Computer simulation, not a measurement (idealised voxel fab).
process module | voxel gate over fins
cross-section cut | 235 nm wide | cells 5 nm
A cross-section is a grid of square cells, given in bands from the top down. A band is one or more rows of cells.
Each band's line starts with the height of the band's top and of its bottom, in nm. Then come its materials from left to right, each with its width in nm. One material with "throughout" fills the band from edge to edge. "air" is empty space.
Height 0 is the level under which the wafer as received is all one material. The lowest band goes on downwards, as in "0 down".
A width such as "30 to 40" changes by the same amount from each row of cells to the next, from the band's top row to its bottom row.
"no change" after a step means that no cell of the cross-section changed.
closed voids: empty space of 8 cells or more with no open way to the top, each as width x height at its distance from the left edge, in nm
after a step's settings: what the simulator itself notes on the step
overlay nm, on a step with a mask: how far to the right of its planned place the mask lay; to the left if negative
plan
1 op RECEIVE | material Si
2 op CONFORMAL_DEP | material SiN | thk nm 10
3 op PATTERN | tone cover | mask id FINS | material resist | width nm 15 | pitch nm 45 | thk nm 20 | overlay nm 0
4 op DIRECTIONAL_ETCH | etch materials SiN | depth nm 10
5 op DIRECTIONAL_ETCH | etch materials Si | depth nm 40
6 op STRIP | etch materials resist
7 op FILL_DEP | material SiO2 | thk nm 5
8 op CMP | height nm 10
9 op SELECTIVE_ETCH | etch materials SiO2 | depth nm 25
10 op STRIP | etch materials SiN
11 op CONFORMAL_DEP | material HfO2 | thk nm 5
12 op CONFORMAL_DEP | material TiN | thk nm 5
13 op CONFORMAL_DEP | material TiAl | thk nm 5
14 op CONFORMAL_DEP | material TiN | thk nm 5
15 op FILL_DEP | material W | thk nm 15
16 op CMP | height nm 30
17 op CONFORMAL_DEP | material SiN | thk nm 5
as received, after step 1
  0 down: Si throughout
  closed voids: none
first wafer at the end, as planned
  35 to 30: SiN throughout
  30 to 20: W throughout
  20 to 15: W 65 | TiN 100 | W 70
  15 to 10: W 65 | TiN 5 | TiAl 90 | TiN 5 | W 70
  10 to 5: W 65 | TiN 5 | TiAl 5 | TiN 35 | TiAl 10 | TiN 35 | TiAl 5 | TiN 5 | W 70
  5 to 0: TiN 70 | TiAl 5 | TiN 5 | HfO2 25 | TiN 5 | TiAl 10 | TiN 5 | HfO2 25 | TiN 5 | TiAl 5 | TiN 75
  0 to -5: TiAl 75 | TiN 5 | HfO2 5 | Si 15 | HfO2 5 | TiN 5 | TiAl 10 | TiN 5 | HfO2 5 | Si 15 | HfO2 5 | TiN 5 | TiAl 80
  -5 to -10: TiN 80 | HfO2 5 | Si 15 | HfO2 5 | TiN 20 | HfO2 5 | Si 15 | HfO2 5 | TiN 85
  -10 to -15: HfO2 85 | Si 15 | HfO2 30 | Si 15 | HfO2 90
  -15 to -40: SiO2 85 | Si 15 | SiO2 30 | Si 15 | SiO2 90
  -40 down: Si throughout
  closed voids: none
second wafer at the end: like start, like plan, one mistake
  35 to 30: SiN throughout
  30 to 20: W throughout
  20 to 15: W 65 | TiN 100 | W 70
  15 to 10: W 65 | TiN 5 | TiAl 90 | TiN 5 | W 70
  10 to 5: W 65 | TiN 5 | TiAl 5 | TiN 35 | TiAl 10 | TiN 35 | TiAl 5 | TiN 5 | W 70
  5 to 0: TiN 70 | TiAl 5 | TiN 5 | HfO2 25 | TiN 5 | TiAl 10 | TiN 5 | HfO2 25 | TiN 5 | TiAl 5 | TiN 75
  0 to -5: TiAl 75 | TiN 5 | HfO2 5 | Si 15 | HfO2 5 | TiN 5 | TiAl 10 | TiN 5 | HfO2 5 | Si 15 | HfO2 5 | TiN 5 | TiAl 80
  -5 to -10: TiN 80 | HfO2 5 | Si 15 | HfO2 5 | TiN 20 | HfO2 5 | Si 15 | HfO2 5 | TiN 85
  -10 to -15: HfO2 85 | Si 15 | HfO2 30 | Si 15 | HfO2 90
  -15 to -80: SiO2 85 | Si 15 | SiO2 30 | Si 15 | SiO2 90
  -80 down: Si throughout
  closed voids: none
what went wrong: step 5 was run twice
at the end the second wafer has, in cells: 328 fewer of Si | 328 more of SiO2
